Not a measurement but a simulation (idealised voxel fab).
This is a process module. Its name is voxel plated lines.
Section cut is 160 nm wide and gridded with 5 nm square cells.
Just so we're on the same page, the cross-sections are grids of square cells, and they're listed out in bands top to bottom, each band one or more rows deep. Heads up on the band format: heights come first, top then bottom, in nm. After that it's the materials left to right, each with its width in nm. A single material flagged "everywhere" fills the whole band edge to edge, and "blank" means there's empty space there. Basically, 0 is our baseline, since under it the wafer straight out of the box is all one material. The bottom band has no lower end and keeps on going down, so it looks like "0..down". Width spec "30..40" -> top row of cells at first value, bottom row at second value, equal per-row change in between. Take "no change occurred" at face value: in the step it is given for, the cross-section changed in none of its cells. Voids not open to the top, 8 cells minimum: see "Sealed-off cavities". Written width x height at distance; distance is from the left edge; nm. Anything after a step's settings on that line? It's the simulator's own note about the step. Regarding "overlay nm": on a step with a mask, it is the distance the mask lay to the right of its planned place; a negative value places it to the left.
PLANNED PROCESS STEPS
1) RECEIVE: material Si
2) CONFORMAL_DEP: material SiO2, thk nm 5
3) DIRECTIONAL_DEP: material TiN, thk nm 5
4) PATTERN: tone open, mask id LINES, material resist, width nm 15, pitch nm 30, thk nm 25, overlay nm 0
5) EPI: material Ru, thk nm 5
6) EPI: material Ru, thk nm 5
7) STRIP: etch materials resist
8) DIRECTIONAL_ETCH: etch materials TiN, depth nm 5
9) CONFORMAL_DEP: material SiO2, thk nm 5
THE CROSS-SECTION HERE SHOWS THE WAFER AS RECEIVED, I.E. IN ITS STATE AFTER STEP 1
	0..down = Si everywhere
	Sealed-off cavities: none
BELOW IS THE WAFER IN CROSS-SECTION AFTER THE MODULE WAS COMPLETED. IT BEGAN FROM THE STARTING POINT SHOWN ABOVE AND FOLLOWED THE PLAN SHOWN ABOVE, EXCEPT THAT ONE MISTAKE WAS MADE WHILE RUNNING IT
	25..20 = 40 of blank, 25 of SiO2, 5 of blank, 25 of SiO2, 65 of blank
	20..10 = 40 of blank, 5 of SiO2, 15 of Ru, 5 of SiO2, 5 of blank, 5 of SiO2, 15 of Ru, 5 of SiO2, 65 of blank
	10..5 = 45 of SiO2, 15 of TiN, 15 of SiO2, 15 of TiN, 70 of SiO2
	5..0 = SiO2 everywhere
	0..down = Si everywhere
	Sealed-off cavities: none
Here's what went sideways: step 4 was not run as planned; what actually ran was PATTERN: tone open, mask id LINES, material resist, width nm 15, pitch nm 30, thk nm 25, overlay nm -10
